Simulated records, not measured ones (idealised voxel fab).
Module name: voxel fin reveal (process module)
Square cell edge 5 nm, section width 220 nm, ID cut.
This document writes a cross-section as a grid whose cells are square, and gives it as bands, listed from the top down; one or more rows of cells form a band. It is stipulated that each band's entry specify, in nanometres, the height of the top of the band and then that of its bottom, followed by the materials of the band in left-to-right sequence, each together with its width in nanometres. A single material marked by the word "everywhere" is understood to fill the band from edge to edge; the word "empty" is understood to denote empty space. Beneath 0, the wafer as received is one material, and that level is where height counting begins. The lowest band goes on downward without a bottom; it is written like "0..down". Read "30 to 40" as a graded width: first number on top, second number at the bottom, same change between each pair of neighbouring rows. When a step is marked "no modifications", none of the cells in the cross-section changed during that step. Closed-off voids of 8+ cells (no open route to the top) go in "closed voids", written width x height at distance from the left edge, in nm. Note: text after step settings on the step line = simulator remark on that step. The line of a step may include "overlay nm". On a step with a mask, this value is how far to the right of its planned place the mask lay. A negative value means the mask lay to the left.
**Steps in the process plan**
1: RECEIVE, material Si
2: CONFORMAL_DEP, material SiN, thk nm 10
3: MASKED_ETCH, tone cover, mask id FINS, width nm 15, pitch nm 40, etch materials SiN, depth nm 10, overlay nm 0
4: MASKED_ETCH, tone cover, mask id FINS, width nm 15, pitch nm 40, etch materials Si, depth nm 40, overlay nm 0
5: OXIDIZE, depth nm 5
6: FILL_DEP, material SiO2, thk nm 5
7: CMP, height nm 10
8: SELECTIVE_ETCH, etch materials SiO2, depth nm 40
9: STRIP, etch materials SiN
**As-received wafer cross-section (after step 1)**
  0..down | Si everywhere
  closed voids: none
**First of two wafers: cross-section at end of module, run per plan**
  0..-30 | empty 45 nm / Si 5 nm / empty 35 nm / Si 5 nm / empty 35 nm / Si 5 nm / empty 35 nm / Si 5 nm / empty 50 nm
  -30..-45 | SiO2 45 nm / Si 5 nm / SiO2 35 nm / Si 5 nm / SiO2 35 nm / Si 5 nm / SiO2 35 nm / Si 5 nm / SiO2 50 nm
  -45..down | Si everywhere
  closed voids: none
**Cross-section, wafer two of two, end of module: same start and plan as wafer one, one error in execution**
  10..0 | empty 40 nm / SiN 15 nm / empty 25 nm / SiN 15 nm / empty 25 nm / SiN 15 nm / empty 25 nm / SiN 15 nm / empty 45 nm
  0..-45 | empty 45 nm / Si 5 nm / empty 35 nm / Si 5 nm / empty 35 nm / Si 5 nm / empty 35 nm / Si 5 nm / empty 50 nm
  -45..down | Si everywhere
  closed voids: none
The plan and the run diverged here: step 9 did not happen as planned, as run it was STRIP, etch materials SiO2
Looking at both finished wafers in cells, the second ends up ahead of or behind the first on some materials: +24 SiN, -120 SiO2
